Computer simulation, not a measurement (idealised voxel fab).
Process module heading - voxel lift off
Xsec cut, 195 nm wide, square cell size 5 nm.
We lay out every cross-section as a grid of square cells and spell it out in bands from the top down, where one band means one or more rows of cells. In this notation a band is specified by the heights of its top and bottom, in that order and in nm, after which its materials appear from left to right, each paired with its width in nm. The word "throughout" attached to a single material means that material fills the band from edge to edge; the word "air" stands for empty space. It should be noted that heights are counted from 0, beneath which the wafer as supplied is of one material throughout, and that the lowest band possesses no lower boundary but continues downward, as written in "z 0 and below". The expression "30 to 40" gives the width at the extremes of the band, the first number at its top row of cells and the second at its bottom row, with the width changing by equal amounts from each row to the next in between. Step marked "no alteration"? Then no cell in the cross-section changed in it. "Unvented cavities": sealed empty spaces, 8 cells or more, no open way to top, listed width x height at distance, with distance from the left edge and width, height and distance in nm. The remark found on a step's line after its settings is issued by the simulator itself and pertains to that step. overlay nm, on a step with a mask: how far to the right of its planned place the mask lay; to the left if negative.

Planned process steps:
- 1: RECEIVE (material Si)
- 2: CONFORMAL_DEP (material SiN; thk nm 10)
- 3: PATTERN (tone open; mask id LINES; material resist; width nm 15; pitch nm 45; thk nm 20; overlay nm 0)
- 4: DIRECTIONAL_DEP (material Ru; thk nm 5)
- 5: STRIP (etch materials resist)
- 6: CONFORMAL_DEP (material SiCN; thk nm 5)

Incoming wafer, cross-sectional view, post step 1:
    z 0 and below = Si throughout
    Unvented cavities: none

First of two wafers at the end of the module, shown in cross-section; run carried out as planned:
    z 20 to 15 = air 15 nm | SiCN 25 nm | air 20 nm | SiCN 25 nm | air 20 nm | SiCN 25 nm | air 20 nm | SiCN 25 nm | air 20 nm
    z 15 to 10 = SiCN 20 nm | Ru 15 nm | SiCN 30 nm | Ru 15 nm | SiCN 30 nm | Ru 15 nm | SiCN 30 nm | Ru 15 nm | SiCN 25 nm
    z 10 to 0 = SiN throughout
    z 0 and below = Si throughout
    Unvented cavities: none

Cross-section at end of module for the second wafer of two, which matched the first in starting point and plan and differed by one mistake in its processing:
    z 15 to 10 = SiCN throughout
    z 10 to 0 = SiN throughout
    z 0 and below = Si throughout
    Unvented cavities: none
Nonconformance to the process plan: yeah, step 4 of the plan got skipped, never ran
Upon completion, the second wafer contains, in terms of cells, a greater or smaller amount of certain materials than the first wafer: 12 fewer of Ru, 8 fewer of SiCN
